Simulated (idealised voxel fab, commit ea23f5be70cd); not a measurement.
The process module presented herein is designated voxel capacitor over wiring.
Pictured: cross-section cut, 255 nm wide, on a grid of 5 nm square cells.
Format of a cross-section: grid, square cells. Given as bands. Order: top down. Band: one or more rows of cells.
First you get the band's top height and its bottom height, in nm, and then the materials it's made of, left to right, with each width in nm. If you see a single material with "throughout", that one covers the band edge to edge. "blank" is empty space.
Ref level 0: as-received wafer is one material below here. Bottom band extends down with no lower bound ("0 -> down").
With a width like "30 to 40", each row of cells in the band differs from the next by the same amount, the top row carrying the first number and the bottom row the second.
The cross-section has no changed cell in any step marked "no modifications".
Look at "Enclosed void catalog" for the closed voids: empty spaces with no open path to the top, sized 8 cells or up. Each is width x height at distance, distance from the left edge, all nm.
What comes after the settings on a step's line is commentary from the simulator itself on that step.
overlay nm: mask offset rightward from planned place, masked step; negative means leftward offset.
THE STEPS PLANNED FOR THE PROCESS ARE AS FOLLOWS
1: RECEIVE | material Si
2: CONFORMAL_DEP | material SiO2 | thk nm 15
3: CONFORMAL_DEP | material SiCN | thk nm 5
4: DIRECTIONAL_DEP | material lowk | thk nm 15
5: PATTERN | tone open | mask id METAL_1 | material resist | width nm 25 | pitch nm 90 | thk nm 15 | overlay nm 0
6: DIRECTIONAL_ETCH | etch materials lowk | depth nm 15
7: DIRECTIONAL_ETCH | etch materials SiCN | depth nm 5
8: STRIP | etch materials resist
9: CONFORMAL_DEP | material TiN | thk nm 5
10: FILL_DEP | material Cu | thk nm 5
11: CMP | height nm 35
12: EPI | material Ru | thk nm 5
13: FILL_DEP | material SiCN | thk nm 5
14: DIRECTIONAL_DEP | material lowk | thk nm 15
15: DIRECTIONAL_DEP | material aC | thk nm 10
16: PATTERN | tone open | mask id PLUG_1 | material resist | width nm 15 | thk nm 25 | overlay nm 0
17: DIRECTIONAL_ETCH | etch materials aC | depth nm 10
18: STRIP | etch materials resist
19: DIRECTIONAL_ETCH | etch materials lowk | depth nm 15
20: DIRECTIONAL_ETCH | etch materials SiCN | depth nm 5
21: STRIP | etch materials aC
22: EPI | material Ru | thk nm 10
23: EPI | material Ru | thk nm 10
24: DIRECTIONAL_DEP | material TiN | thk nm 5
25: DIRECTIONAL_DEP | material SiN | thk nm 5
26: DIRECTIONAL_DEP | material TiN | thk nm 10
27: MASKED_ETCH | tone cover | mask id UPPER_PLATE | width nm 70 | etch materials TiN | depth nm 10 | overlay nm 0
28: MASKED_ETCH | tone cover | mask id UPPER_PLATE | width nm 70 | etch materials SiN | depth nm 5 | overlay nm 0
29: PATTERN | tone cover | mask id LOWER_PLATE | material resist | width nm 80 | thk nm 15 | overlay nm 0
30: DIRECTIONAL_ETCH | etch materials TiN | depth nm 5
31: STRIP | etch materials resist
32: FILL_DEP | material SiO2 | thk nm 15
33: CMP | height nm 90
34: PATTERN | tone open | mask id PLUG_2 | material resist | width nm 15 | thk nm 15 | overlay nm 0
35: DIRECTIONAL_ETCH | etch materials SiO2 | depth nm 10
36: STRIP | etch materials resist
37: CONFORMAL_DEP | material TiN | thk nm 5
38: FILL_DEP | material W | thk nm 5
39: CMP | height nm 90
40: CONFORMAL_DEP | material SiN | thk nm 5
AS-RECEIVED WAFER CROSS-SECTION (AFTER STEP 1)
* 0 -> down: Si throughout
* Enclosed void catalog: none
FINAL WAFER PROFILE IN CROSS-SECTION AFTER THE MODULE, FROM THE SAME START AND PLAN AS ABOVE, WITH ONE MISTAKE MADE DURING PROCESSING
* 95 -> 90: SiN throughout
* 90 -> 85: SiO2 (90) | TiN (5) | W (5) | TiN (5) | SiO2 (150)
* 85 -> 80: SiO2 (90) | TiN (15) | SiO2 (150)
* 80 -> 70: SiO2 (80) | TiN (70) | SiO2 (105)
* 70 -> 65: SiO2 (80) | SiN (70) | SiO2 (105)
* 65 -> 60: SiO2 (75) | TiN (80) | SiO2 (100)
* 60 -> 45: lowk (80) | Ru (15) | lowk (160)
* 45 -> 40: SiCN (80) | Ru (15) | SiCN (160)
* 40 -> 35: Ru throughout
* 35 -> 30: TiN (75) | Cu (15) | TiN (75) | Cu (15) | TiN (75)
* 30 -> 20: lowk (70) | TiN (5) | Cu (15) | TiN (5) | lowk (65) | TiN (5) | Cu (15) | TiN (5) | lowk (70)
* 20 -> 15: SiCN (70) | TiN (25) | SiCN (65) | TiN (25) | SiCN (70)
* 15 -> 0: SiO2 throughout
* 0 -> down: Si throughout
* Enclosed void catalog: none
Deviation from plan: step 4 was processed under conditions differing from the plan, specifically as DIRECTIONAL_DEP | material lowk | thk nm 10
